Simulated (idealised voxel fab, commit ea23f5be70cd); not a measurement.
Presented below is a process module, voxel self aligned vias.
Xsec cut, 160 nm wide, square cell size 5 nm.
Cross-section, as written here: a square-cell grid given band by band from the top down, where a band holds one or more rows of cells. Heights first: top, then bottom, in nm. Then materials, left to right, each with a width in nm. "everywhere" on a single material: fills the band edge to edge. "air": empty space. We count height from 0. Below that, the starting wafer is all one material. The lowest band never ends at the bottom but goes on down; see "0 down" for how that is written. Width "30..40": first value at the band's top row of cells, second value at its bottom row, equal change from row to row. Step note "identical to before" = no cross-section cell changed. This entry, "Trapped voids", enumerates those empty regions of no fewer than 8 cells that possess no open connection to the top. Each region is reported in the form width x height at distance, the distance being taken from the left edge, with all three quantities expressed in nm. Heads up: the bit after the settings on a step's line is the simulator's remark on that step. "overlay nm" denotes, for a step that has a mask, the displacement of the mask to the right of its planned place, with negative values corresponding to the left.

# Process steps - plan
1,RECEIVE | material Si
2,CONFORMAL_DEP | material SiO2 | thk nm 15
3,CONFORMAL_DEP | material SiCN | thk nm 5
4,DIRECTIONAL_DEP | material SiO2 | thk nm 30
5,DIRECTIONAL_DEP | material aC | thk nm 10
6,PATTERN | tone open | mask id LINES | material resist | width nm 20 | pitch nm 55 | thk nm 25 | overlay nm 0
7,DIRECTIONAL_ETCH | etch materials aC | depth nm 10
8,STRIP | etch materials resist
9,DIRECTIONAL_ETCH | etch materials SiO2 | depth nm 30
10,STRIP | etch materials aC
11,CONFORMAL_DEP | material TiN | thk nm 5
12,FILL_DEP | material Ru | thk nm 10
13,CMP | height nm 50
14,SELECTIVE_ETCH | etch materials W Ru TiN | depth nm 10
15,FILL_DEP | material SiN | thk nm 10
16,CMP | height nm 50
17,DIRECTIONAL_DEP | material SiO2 | thk nm 20
18,PATTERN | tone open | mask id VIAS | material resist | width nm 30 | thk nm 20 | overlay nm 0
19,DIRECTIONAL_ETCH | etch materials SiO2 | depth nm 20
20,DIRECTIONAL_ETCH | etch materials SiN | depth nm 10
21,STRIP | etch materials resist
22,CONFORMAL_DEP | material TiN | thk nm 5
23,FILL_DEP | material Cu | thk nm 5
24,CMP | height nm 70
25,CONFORMAL_DEP | material SiN | thk nm 5

# Delivered wafer in cross-section: state after step 1
  0 down: Si everywhere
  Trapped voids: none

# First of two wafers: cross-section at end of module, run per plan
  75 to 70: SiN everywhere
  70 to 55: 35 SiO2 | 5 TiN | 20 Cu | 5 TiN | 95 SiO2
  55 to 50: 35 SiO2 | 10 TiN | 10 Cu | 10 TiN | 95 SiO2
  50 to 45: 40 SiO2 | 5 TiN | 10 Cu | 5 TiN | 35 SiO2 | 20 SiN | 45 SiO2
  45 to 40: 40 SiO2 | 20 TiN | 35 SiO2 | 20 SiN | 45 SiO2
  40 to 25: 40 SiO2 | 5 TiN | 10 Ru | 5 TiN | 35 SiO2 | 5 TiN | 10 Ru | 5 TiN | 45 SiO2
  25 to 20: 40 SiO2 | 20 TiN | 35 SiO2 | 20 TiN | 45 SiO2
  20 to 15: SiCN everywhere
  15 to 0: SiO2 everywhere
  0 down: Si everywhere
  Trapped voids: none

# This is the second of the two wafers, cross-sectioned at the end of the module; it started exactly like the first and was given the same plan, but it was run with one mistake
  75 to 70: SiN everywhere
  70 to 55: 35 SiO2 | 5 TiN | 20 Cu | 5 TiN | 95 SiO2
  55 to 50: 35 SiO2 | 10 TiN | 10 Cu | 10 TiN | 95 SiO2
  50 to 45: 40 SiO2 | 5 TiN | 10 Cu | 5 TiN | 35 SiO2 | 20 SiN | 45 SiO2
  45 to 40: 40 SiO2 | 20 TiN | 35 SiO2 | 20 SiN | 45 SiO2
  40 to 25: 40 SiO2 | 5 TiN | 10 Ru | 5 TiN | 35 SiO2 | 5 TiN | 10 Ru | 5 TiN | 45 SiO2
  25 to 20: 40 SiO2 | 20 TiN | 35 SiO2 | 20 TiN | 45 SiO2
  20 to 0: SiCN everywhere
  0 down: Si everywhere
  Trapped voids: none
It is concluded that the wafer was processed incorrectly with respect to the plan, in that step 2 ran with different settings than intended, the actual operation and settings being CONFORMAL_DEP | material SiCN | thk nm 15
It is noted that, at the conclusion of processing, the second wafer exhibits a higher or lower cell count for certain materials relative to the first: +96 SiCN | -96 SiO2
